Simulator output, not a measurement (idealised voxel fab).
Process module, titled voxel lift off
The cross-section on display is named cut; it measures 285 nm wide, and its cells are 5 nm squares.
Reading order for cross-sections: top band down to bottom band. Underlying form: a grid of square cells. Band size: one or more rows of cells.
A band entry consists of two parts. The first gives the height of the band's top and the height of its bottom, in nm. The rest lists the band's materials from left to right, each with its width in nm. A single material labelled with the word "full width" fills the band from edge to edge, and the word "air" marks empty space.
The reference from which all heights are counted is 0, the level beneath which the as-received wafer is entirely one material; the lowest band, having no lower bound, proceeds downward and is written after the example "0 nm and below".
Width "30->40": first value at the band's top row of cells, second value at its bottom row, equal change from row to row.
The designation "no alterations made", where it is given for a processing step, indicates that no cell of the cross-section was altered in the course of that step.
Sealed voids: empty space of 8 cells or more with no open way to the top, each as width x height at its distance from the left edge, in nm
Heads up: the bit after the settings on a step's line is the simulator's remark on that step.
What "overlay nm" on a step's line means: if the step has a mask, that mask lay this far to the right of its planned place, or, when the value is negative, to the left.

The following list gives the planned process steps:
1,RECEIVE,material Si
2,CONFORMAL_DEP,material Al2O3,thk nm 10
3,PATTERN,tone open,mask id LINES,material resist,width nm 25,pitch nm 50,thk nm 25,overlay nm 0
4,DIRECTIONAL_DEP,material Ru,thk nm 10
5,STRIP,etch materials resist
6,CONFORMAL_DEP,material SiO2,thk nm 5

Cross-section of the wafer upon arrival, representing the state reached after step 1:
  0 nm and below: Si full width
  Sealed voids: none

First of two wafers at the end of the module, shown in cross-section; run carried out as planned:
  25 nm to 20 nm: 100 of air | 35 of SiO2 | 15 of air | 35 of SiO2 | 100 of air
  20 nm to 15 nm: 100 of air | 5 of SiO2 | 25 of Ru | 5 of SiO2 | 15 of air | 5 of SiO2 | 25 of Ru | 5 of SiO2 | 100 of air
  15 nm to 10 nm: 105 of SiO2 | 25 of Ru | 25 of SiO2 | 25 of Ru | 105 of SiO2
  10 nm to 0 nm: Al2O3 full width
  0 nm and below: Si full width
  Sealed voids: none

So this is wafer number two of the two, cut at the end of the module - it started where the first did and had the same plan, we just got one thing wrong running it:
  25 nm to 15 nm: 100 of air | 35 of SiO2 | 15 of air | 35 of SiO2 | 100 of air
  15 nm to 10 nm: SiO2 full width
  10 nm to 0 nm: Al2O3 full width
  0 nm and below: Si full width
  Sealed voids: none
Here's what went sideways: step 4 ran as: DIRECTIONAL_DEP,material SiO2,thk nm 10
Once processing is complete, comparing cell counts shows that the second wafer has more or fewer of certain materials than the first: Ru -20; SiO2 +20
